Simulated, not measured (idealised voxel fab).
Documented hereafter: the process module known as voxel air gaps.
In the cross-section labelled cut, the width is 265 nm and each square cell is 5 nm.
Throughout this document, each cross-section is represented as a grid of square cells and is presented as a sequence of bands enumerated from the top downward, where a band comprises one or more rows of cells.
A band entry consists of two parts. The first gives the height of the band's top and the height of its bottom, in nm. The rest lists the band's materials from left to right, each with its width in nm. A single material labelled with the word "full width" fills the band from edge to edge, and the word "blank" marks empty space.
Where do heights start? At 0: under that level the wafer as delivered is made of one material only. And the lowest band has no floor; it just carries on downward, as in "0 down".
With a width like "30->40", each row of cells in the band differs from the next by the same amount, the top row carrying the first number and the bottom row the second.
What does "nothing got changed" mean for a step? It means no cell of the cross-section changed in that step.
What "Sealed void inventory" gives you is every empty space of 8 cells or more that is cut off from the top. Each appears as width x height at distance, with the distance taken from the left edge and width, height and distance all in nm.
after a step's settings: what the simulator itself notes on the step
"overlay nm" on a masked step: distance the mask lay right of its planned place, negative for left.

Set out below are the planned steps of the process:
step 1: RECEIVE [material Si]
step 2: CONFORMAL_DEP [material SiO2] [thk nm 15]
step 3: CONFORMAL_DEP [material SiCN] [thk nm 5]
step 4: DIRECTIONAL_DEP [material lowk] [thk nm 35]
step 5: MASKED_ETCH [tone open] [mask id LINES] [width nm 20] [pitch nm 50] [etch materials lowk] [depth nm 35] [overlay nm 0]
step 6: CONFORMAL_DEP [material TiN] [thk nm 5]
step 7: FILL_DEP [material Ru] [thk nm 5]
step 8: CMP [height nm 55]
step 9: EPI [material Ru] [thk nm 10]
step 10: SELECTIVE_ETCH [etch materials lowk] [depth nm 45]
step 11: CONFORMAL_DEP [material SiCN] [thk nm 5]

So, the first of our two wafers, run just as we planned it:

Cross-section of the wafer upon arrival, representing the state reached after step 1:
	0 down | Si full width
	Sealed void inventory: none

You're looking at a cross-section of the wafer after step 2:
	15 to 0 | SiO2 full width
	At heights below 0, the structure remains unaltered.

You're looking at a cross-section of the wafer after step 3:
	20 to 15 | SiCN full width
	At heights below 15, the structure remains unaltered.

You're looking at a cross-section of the wafer after step 4:
	55 to 20 | lowk full width
	At heights below 20, the structure remains unaltered.

You're looking at a cross-section of the wafer after step 5:
	55 to 20 | 70 lowk  20 blank  30 lowk  20 blank  30 lowk  20 blank  75 lowk
	At heights below 20, the structure remains unaltered.

You're looking at a cross-section of the wafer after step 6:
	60 to 55 | 75 TiN  10 blank  40 TiN  10 blank  40 TiN  10 blank  80 TiN
	55 to 25 | 70 lowk  5 TiN  10 blank  5 TiN  30 lowk  5 TiN  10 blank  5 TiN  30 lowk  5 TiN  10 blank  5 TiN  75 lowk
	25 to 20 | 70 lowk  20 TiN  30 lowk  20 TiN  30 lowk  20 TiN  75 lowk
	At heights below 20, the structure remains unaltered.

You're looking at a cross-section of the wafer after step 7:
	65 to 60 | Ru full width
	60 to 55 | 75 TiN  10 Ru  40 TiN  10 Ru  40 TiN  10 Ru  80 TiN
	55 to 25 | 70 lowk  5 TiN  10 Ru  5 TiN  30 lowk  5 TiN  10 Ru  5 TiN  30 lowk  5 TiN  10 Ru  5 TiN  75 lowk
	At heights below 25, the structure remains unaltered.

You're looking at a cross-section of the wafer after step 8:
	55 to 25 | 70 lowk  5 TiN  10 Ru  5 TiN  30 lowk  5 TiN  10 Ru  5 TiN  30 lowk  5 TiN  10 Ru  5 TiN  75 lowk
	At heights below 25, the structure remains unaltered.

You're looking at a cross-section of the wafer after step 9:
	65 to 55 | 60 blank  40 Ru  10 blank  40 Ru  10 blank  40 Ru  65 blank
	At heights below 55, the structure remains unaltered.

You're looking at a cross-section of the wafer after step 10:
	65 to 55 | 60 blank  40 Ru  10 blank  40 Ru  10 blank  40 Ru  65 blank
	55 to 25 | 70 blank  5 TiN  10 Ru  5 TiN  30 blank  5 TiN  10 Ru  5 TiN  30 blank  5 TiN  10 Ru  5 TiN  75 blank
	25 to 20 | 70 blank  20 TiN  30 blank  20 TiN  30 blank  20 TiN  75 blank
	At heights below 20, the structure remains unaltered.

You're looking at a cross-section of the wafer after step 11:
	70 to 65 | 55 blank  150 SiCN  60 blank
	65 to 55 | 55 blank  5 SiCN  40 Ru  10 SiCN  40 Ru  10 SiCN  40 Ru  5 SiCN  60 blank
	55 to 50 | 55 blank  15 SiCN  5 TiN  10 Ru  5 TiN  30 SiCN  5 TiN  10 Ru  5 TiN  30 SiCN  5 TiN  10 Ru  5 TiN  15 SiCN  60 blank
	50 to 25 | 65 blank  5 SiCN  5 TiN  10 Ru  5 TiN  5 SiCN  20 blank  5 SiCN  5 TiN  10 Ru  5 TiN  5 SiCN  20 blank  5 SiCN  5 TiN  10 Ru  5 TiN  5 SiCN  70 blank
	25 to 20 | 70 SiCN  20 TiN  30 SiCN  20 TiN  30 SiCN  20 TiN  75 SiCN
	At heights below 20, the structure remains unaltered.
	Sealed void inventory: 20 x 25 at 95; 20 x 25 at 145

Wafer two. Same start, same plan, one slip in execution. Same as wafer one through step 4, inclusive:

Planned end of step 5: second wafer, cross-section:
	55 to 20 | 75 lowk  15 blank  35 lowk  15 blank  35 lowk  15 blank  75 lowk
	At heights below 20, the structure remains unaltered.

Planned end of step 6: second wafer, cross-section:
	60 to 55 | 80 TiN  5 blank  45 TiN  5 blank  45 TiN  5 blank  80 TiN
	55 to 25 | 75 lowk  5 TiN  5 blank  5 TiN  35 lowk  5 TiN  5 blank  5 TiN  35 lowk  5 TiN  5 blank  5 TiN  75 lowk
	25 to 20 | 75 lowk  15 TiN  35 lowk  15 TiN  35 lowk  15 TiN  75 lowk
	At heights below 20, the structure remains unaltered.

Planned end of step 7: second wafer, cross-section:
	65 to 60 | Ru full width
	60 to 55 | 80 TiN  5 Ru  45 TiN  5 Ru  45 TiN  5 Ru  80 TiN
	55 to 25 | 75 lowk  5 TiN  5 Ru  5 TiN  35 lowk  5 TiN  5 Ru  5 TiN  35 lowk  5 TiN  5 Ru  5 TiN  75 lowk
	At heights below 25, the structure remains unaltered.

Planned end of step 8: second wafer, cross-section:
	55 to 25 | 75 lowk  5 TiN  5 Ru  5 TiN  35 lowk  5 TiN  5 Ru  5 TiN  35 lowk  5 TiN  5 Ru  5 TiN  75 lowk
	At heights below 25, the structure remains unaltered.

Planned end of step 9: second wafer, cross-section:
	65 to 55 | 65 blank  35 Ru  15 blank  35 Ru  15 blank  35 Ru  65 blank
	At heights below 55, the structure remains unaltered.

Planned end of step 10: second wafer, cross-section:
	65 to 55 | 65 blank  35 Ru  15 blank  35 Ru  15 blank  35 Ru  65 blank
	55 to 25 | 75 blank  5 TiN  5 Ru  5 TiN  35 blank  5 TiN  5 Ru  5 TiN  35 blank  5 TiN  5 Ru  5 TiN  75 blank
	25 to 20 | 75 blank  15 TiN  35 blank  15 TiN  35 blank  15 TiN  75 blank
	At heights below 20, the structure remains unaltered.

Planned end of step 11: second wafer, cross-section:
	70 to 65 | 60 blank  45 SiCN  5 blank  45 SiCN  5 blank  45 SiCN  60 blank
	65 to 55 | 60 blank  5 SiCN  35 Ru  5 SiCN  5 blank  5 SiCN  35 Ru  5 SiCN  5 blank  5 SiCN  35 Ru  5 SiCN  60 blank
	55 to 50 | 60 blank  15 SiCN  5 TiN  5 Ru  5 TiN  15 SiCN  5 blank  15 SiCN  5 TiN  5 Ru  5 TiN  15 SiCN  5 blank  15 SiCN  5 TiN  5 Ru  5 TiN  15 SiCN  60 blank
	50 to 25 | 70 blank  5 SiCN  5 TiN  5 Ru  5 TiN  5 SiCN  25 blank  5 SiCN  5 TiN  5 Ru  5 TiN  5 SiCN  25 blank  5 SiCN  5 TiN  5 Ru  5 TiN  5 SiCN  70 blank
	25 to 20 | 75 SiCN  15 TiN  35 SiCN  15 TiN  35 SiCN  15 TiN  75 SiCN
	At heights below 20, the structure remains unaltered.
The mistake made against the process plan was this: contrary to plan, step 5 was performed as MASKED_ETCH [tone open] [mask id LINES] [width nm 15] [pitch nm 50] [etch materials lowk] [depth nm 35] [overlay nm 0]
It is noted that, at the conclusion of processing, the second wafer exhibits a higher or lower cell count for certain materials relative to the first: Ru -24, TiN -3
Heads up: the first wafer ends with 2 closed voids, the second with 0.
